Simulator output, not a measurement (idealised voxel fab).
process module | voxel capacitor over wiring
cross-section cut | 265 nm wide | cells 5 nm
A cross-section is a grid of square cells, given in bands from the top down. A band is one or more rows of cells.
Each band's line starts with the height of the band's top and of its bottom, in nm. Then come its materials from left to right, each with its width in nm. One material with "throughout" fills the band from edge to edge. "air" is empty space.
Height 0 is the level under which the wafer as received is all one material. The lowest band goes on downwards, as in "0 down".
A width such as "30 to 40" changes by the same amount from each row of cells to the next, from the band's top row to its bottom row.
"no change" after a step means that no cell of the cross-section changed.
closed voids: empty space of 8 cells or more with no open way to the top, each as width x height at its distance from the left edge, in nm
after a step's settings: what the simulator itself notes on the step
overlay nm, on a step with a mask: how far to the right of its planned place the mask lay; to the left if negative
plan
1 op RECEIVE | material Si
2 op CONFORMAL_DEP | material SiO2 | thk nm 15
3 op CONFORMAL_DEP | material SiN | thk nm 5
4 op DIRECTIONAL_DEP | material SiO2 | thk nm 20
5 op PATTERN | tone open | mask id METAL_1 | material resist | width nm 30 | pitch nm 80 | thk nm 15 | overlay nm 0
6 op DIRECTIONAL_ETCH | etch materials SiO2 | depth nm 20
7 op DIRECTIONAL_ETCH | etch materials SiN | depth nm 5
8 op STRIP | etch materials resist
9 op CONFORMAL_DEP | material TiN | thk nm 5
10 op FILL_DEP | material Ru | thk nm 5
11 op CMP | height nm 40
12 op EPI | material Ru | thk nm 5
13 op FILL_DEP | material SiCN | thk nm 5
14 op DIRECTIONAL_DEP | material SiO2 | thk nm 20
15 op MASKED_ETCH | tone open | mask id PLUG_1 | width nm 15 | etch materials SiO2 | depth nm 20 | overlay nm 0
16 op MASKED_ETCH | tone open | mask id PLUG_1 | width nm 15 | etch materials SiCN | depth nm 5 | overlay nm 0
17 op EPI | material Ru | thk nm 10
18 op EPI | material Ru | thk nm 10
19 op EPI | material Ru | thk nm 5
20 op DIRECTIONAL_DEP | material TiN | thk nm 10
21 op DIRECTIONAL_DEP | material Al2O3 | thk nm 5
22 op DIRECTIONAL_DEP | material TiN | thk nm 10
23 op DIRECTIONAL_DEP | material aC | thk nm 15
24 op PATTERN | tone cover | mask id UPPER_PLATE | material resist | width nm 55 | thk nm 30 | overlay nm 0
25 op DIRECTIONAL_ETCH | etch materials aC | depth nm 15
26 op STRIP | etch materials resist
27 op DIRECTIONAL_ETCH | etch materials TiN | depth nm 10
28 op DIRECTIONAL_ETCH | etch materials Al2O3 | depth nm 5
29 op STRIP | etch materials aC
30 op MASKED_ETCH | tone cover | mask id LOWER_PLATE | width nm 65 | etch materials TiN | depth nm 10 | overlay nm 0
31 op FILL_DEP | material SiO2 | thk nm 15
32 op CMP | height nm 105
33 op DIRECTIONAL_DEP | material aC | thk nm 10
34 op PATTERN | tone open | mask id PLUG_2 | material resist | width nm 15 | thk nm 30 | overlay nm 0
35 op DIRECTIONAL_ETCH | etch materials aC | depth nm 10
36 op STRIP | etch materials resist
37 op DIRECTIONAL_ETCH | etch materials SiO2 | depth nm 10
38 op STRIP | etch materials aC
39 op CONFORMAL_DEP | material TiN | thk nm 5
40 op FILL_DEP | material Cu | thk nm 5
41 op CMP | height nm 105
42 op CONFORMAL_DEP | material SiCN | thk nm 5
first wafer, as planned
as received, after step 1
  0 down: Si throughout
  closed voids: none
after step 2
  15 to 0: SiO2 throughout
  below 0: unchanged
after step 3
  20 to 15: SiN throughout
  below 15: unchanged
after step 4
  40 to 20: SiO2 throughout
  below 20: unchanged
after step 5
  55 to 40: resist 75 | air 30 | resist 50 | air 30 | resist 80
  below 40: unchanged
after step 6
  55 to 40: resist 75 | air 30 | resist 50 | air 30 | resist 80
  40 to 20: SiO2 75 | air 30 | SiO2 50 | air 30 | SiO2 80
  below 20: unchanged
after step 7
  55 to 40: resist 75 | air 30 | resist 50 | air 30 | resist 80
  40 to 20: SiO2 75 | air 30 | SiO2 50 | air 30 | SiO2 80
  20 to 15: SiN 75 | air 30 | SiN 50 | air 30 | SiN 80
  below 15: unchanged
after step 8
  40 to 20: SiO2 75 | air 30 | SiO2 50 | air 30 | SiO2 80
  below 20: unchanged
after step 9
  45 to 40: TiN 80 | air 20 | TiN 60 | air 20 | TiN 85
  40 to 20: SiO2 75 | TiN 5 | air 20 | TiN 5 | SiO2 50 | TiN 5 | air 20 | TiN 5 | SiO2 80
  20 to 15: SiN 75 | TiN 30 | SiN 50 | TiN 30 | SiN 80
  below 15: unchanged
after step 10
  50 to 45: Ru throughout
  45 to 40: TiN 80 | Ru 20 | TiN 60 | Ru 20 | TiN 85
  40 to 20: SiO2 75 | TiN 5 | Ru 20 | TiN 5 | SiO2 50 | TiN 5 | Ru 20 | TiN 5 | SiO2 80
  below 20: unchanged
after step 11
  40 to 20: SiO2 75 | TiN 5 | Ru 20 | TiN 5 | SiO2 50 | TiN 5 | Ru 20 | TiN 5 | SiO2 80
  below 20: unchanged
after step 12
  45 to 40: air 70 | Ru 40 | air 40 | Ru 40 | air 75
  below 40: unchanged
after step 13
  50 to 45: SiCN throughout
  45 to 40: SiCN 70 | Ru 40 | SiCN 40 | Ru 40 | SiCN 75
  below 40: unchanged
after step 14
  70 to 50: SiO2 throughout
  below 50: unchanged
after step 15
  70 to 50: SiO2 90 | air 15 | SiO2 160
  below 50: unchanged
after step 16
  70 to 50: SiO2 90 | air 15 | SiO2 160
  50 to 45: SiCN 90 | air 15 | SiCN 160
  below 45: unchanged
after step 17
  70 to 55: SiO2 90 | air 15 | SiO2 160
  55 to 50: SiO2 90 | Ru 15 | SiO2 160
  50 to 45: SiCN 90 | Ru 15 | SiCN 160
  below 45: unchanged
after step 18
  70 to 65: SiO2 90 | air 15 | SiO2 160
  65 to 50: SiO2 90 | Ru 15 | SiO2 160
  below 50: unchanged
after step 19
  70 to 50: SiO2 90 | Ru 15 | SiO2 160
  below 50: unchanged
after step 20
  80 to 70: TiN throughout
  below 70: unchanged
after step 21
  85 to 80: Al2O3 throughout
  below 80: unchanged
after step 22
  95 to 85: TiN throughout
  below 85: unchanged
after step 23
  110 to 95: aC throughout
  below 95: unchanged
after step 24
  140 to 110: air 90 | resist 55 | air 120
  below 110: unchanged
after step 25
  125 to 110: air 90 | resist 55 | air 120
  110 to 95: air 90 | aC 55 | air 120
  below 95: unchanged
after step 26
  110 to 95: air 90 | aC 55 | air 120
  below 95: unchanged
after step 27
  110 to 95: air 90 | aC 55 | air 120
  95 to 85: air 90 | TiN 55 | air 120
  below 85: unchanged
after step 28
  110 to 95: air 90 | aC 55 | air 120
  95 to 85: air 90 | TiN 55 | air 120
  85 to 80: air 90 | Al2O3 55 | air 120
  below 80: unchanged
after step 29
  95 to 85: air 90 | TiN 55 | air 120
  below 85: unchanged
after step 30
  95 to 85: air 90 | TiN 55 | air 120
  85 to 80: air 90 | Al2O3 55 | air 120
  80 to 70: air 85 | TiN 65 | air 115
  below 70: unchanged
after step 31
  110 to 95: SiO2 throughout
  95 to 85: SiO2 90 | TiN 55 | SiO2 120
  85 to 80: SiO2 90 | Al2O3 55 | SiO2 120
  80 to 70: SiO2 85 | TiN 65 | SiO2 115
  below 70: unchanged
after step 32
  105 to 95: SiO2 throughout
  below 95: unchanged
after step 33
  115 to 105: aC throughout
  below 105: unchanged
after step 34
  145 to 115: resist 100 | air 15 | resist 150
  below 115: unchanged
after step 35
  135 to 115: resist 100 | air 15 | resist 150
  115 to 105: aC 100 | air 15 | aC 150
  below 105: unchanged
after step 36
  115 to 105: aC 100 | air 15 | aC 150
  below 105: unchanged
after step 37
  115 to 105: aC 100 | air 15 | aC 150
  105 to 95: SiO2 100 | air 15 | SiO2 150
  below 95: unchanged
after step 38
  105 to 95: SiO2 100 | air 15 | SiO2 150
  below 95: unchanged
after step 39
  110 to 105: TiN 105 | air 5 | TiN 155
  105 to 100: SiO2 100 | TiN 5 | air 5 | TiN 5 | SiO2 150
  100 to 95: SiO2 100 | TiN 15 | SiO2 150
  below 95: unchanged
after step 40
  115 to 110: Cu throughout
  110 to 105: TiN 105 | Cu 5 | TiN 155
  105 to 100: SiO2 100 | TiN 5 | Cu 5 | TiN 5 | SiO2 150
  below 100: unchanged
after step 41
  105 to 100: SiO2 100 | TiN 5 | Cu 5 | TiN 5 | SiO2 150
  below 100: unchanged
after step 42
  110 to 105: SiCN throughout
  below 105: unchanged
second wafer: like start, like plan, one mistake. Through step 14 it matches the first wafer
when step 15 should have ended
  70 to 50: SiO2 80 | air 15 | SiO2 170
  below 50: unchanged
when step 16 should have ended
  70 to 50: SiO2 80 | air 15 | SiO2 170
  50 to 45: SiCN 90 | air 5 | SiCN 170
  below 45: unchanged
when step 17 should have ended
  70 to 55: SiO2 80 | air 15 | SiO2 170
  55 to 50: SiO2 80 | air 5 | Ru 10 | SiO2 170
  50 to 45: SiCN 90 | Ru 5 | SiCN 170
  below 45: unchanged
when step 18 should have ended
  70 to 65: SiO2 80 | air 15 | SiO2 170
  65 to 50: SiO2 80 | Ru 15 | SiO2 170
  below 50: unchanged
when step 19 should have ended
  70 to 50: SiO2 80 | Ru 15 | SiO2 170
  below 50: unchanged
when step 20 should have ended
  80 to 70: TiN throughout
  below 70: unchanged
when step 21 should have ended
  85 to 80: Al2O3 throughout
  below 80: unchanged
when step 22 should have ended
  95 to 85: TiN throughout
  below 85: unchanged
when step 23 should have ended
  110 to 95: aC throughout
  below 95: unchanged
when step 24 should have ended
  140 to 110: air 90 | resist 55 | air 120
  below 110: unchanged
when step 25 should have ended
  125 to 110: air 90 | resist 55 | air 120
  110 to 95: air 90 | aC 55 | air 120
  below 95: unchanged
when step 26 should have ended
  110 to 95: air 90 | aC 55 | air 120
  below 95: unchanged
when step 27 should have ended
  110 to 95: air 90 | aC 55 | air 120
  95 to 85: air 90 | TiN 55 | air 120
  below 85: unchanged
when step 28 should have ended
  110 to 95: air 90 | aC 55 | air 120
  95 to 85: air 90 | TiN 55 | air 120
  85 to 80: air 90 | Al2O3 55 | air 120
  below 80: unchanged
when step 29 should have ended
  95 to 85: air 90 | TiN 55 | air 120
  below 85: unchanged
when step 30 should have ended
  95 to 85: air 90 | TiN 55 | air 120
  85 to 80: air 90 | Al2O3 55 | air 120
  80 to 70: air 85 | TiN 65 | air 115
  below 70: unchanged
when step 31 should have ended
  110 to 95: SiO2 throughout
  95 to 85: SiO2 90 | TiN 55 | SiO2 120
  85 to 80: SiO2 90 | Al2O3 55 | SiO2 120
  80 to 70: SiO2 85 | TiN 65 | SiO2 115
  below 70: unchanged
when step 32 should have ended
  105 to 95: SiO2 throughout
  below 95: unchanged
when step 33 should have ended
  115 to 105: aC throughout
  below 105: unchanged
when step 34 should have ended
  145 to 115: resist 100 | air 15 | resist 150
  below 115: unchanged
when step 35 should have ended
  135 to 115: resist 100 | air 15 | resist 150
  115 to 105: aC 100 | air 15 | aC 150
  below 105: unchanged
when step 36 should have ended
  115 to 105: aC 100 | air 15 | aC 150
  below 105: unchanged
when step 37 should have ended
  115 to 105: aC 100 | air 15 | aC 150
  105 to 95: SiO2 100 | air 15 | SiO2 150
  below 95: unchanged
when step 38 should have ended
  105 to 95: SiO2 100 | air 15 | SiO2 150
  below 95: unchanged
when step 39 should have ended
  110 to 105: TiN 105 | air 5 | TiN 155
  105 to 100: SiO2 100 | TiN 5 | air 5 | TiN 5 | SiO2 150
  100 to 95: SiO2 100 | TiN 15 | SiO2 150
  below 95: unchanged
when step 40 should have ended
  115 to 110: Cu throughout
  110 to 105: TiN 105 | Cu 5 | TiN 155
  105 to 100: SiO2 100 | TiN 5 | Cu 5 | TiN 5 | SiO2 150
  below 100: unchanged
when step 41 should have ended
  105 to 100: SiO2 100 | TiN 5 | Cu 5 | TiN 5 | SiO2 150
  below 100: unchanged
when step 42 should have ended
  110 to 105: SiCN throughout
  below 105: unchanged
what went wrong: step 15 ran as: op MASKED_ETCH | tone open | mask id PLUG_1 | width nm 15 | etch materials SiO2 | depth nm 20 | overlay nm -10
at the end the second wafer has, in cells: 2 fewer of Ru | 2 more of SiCN
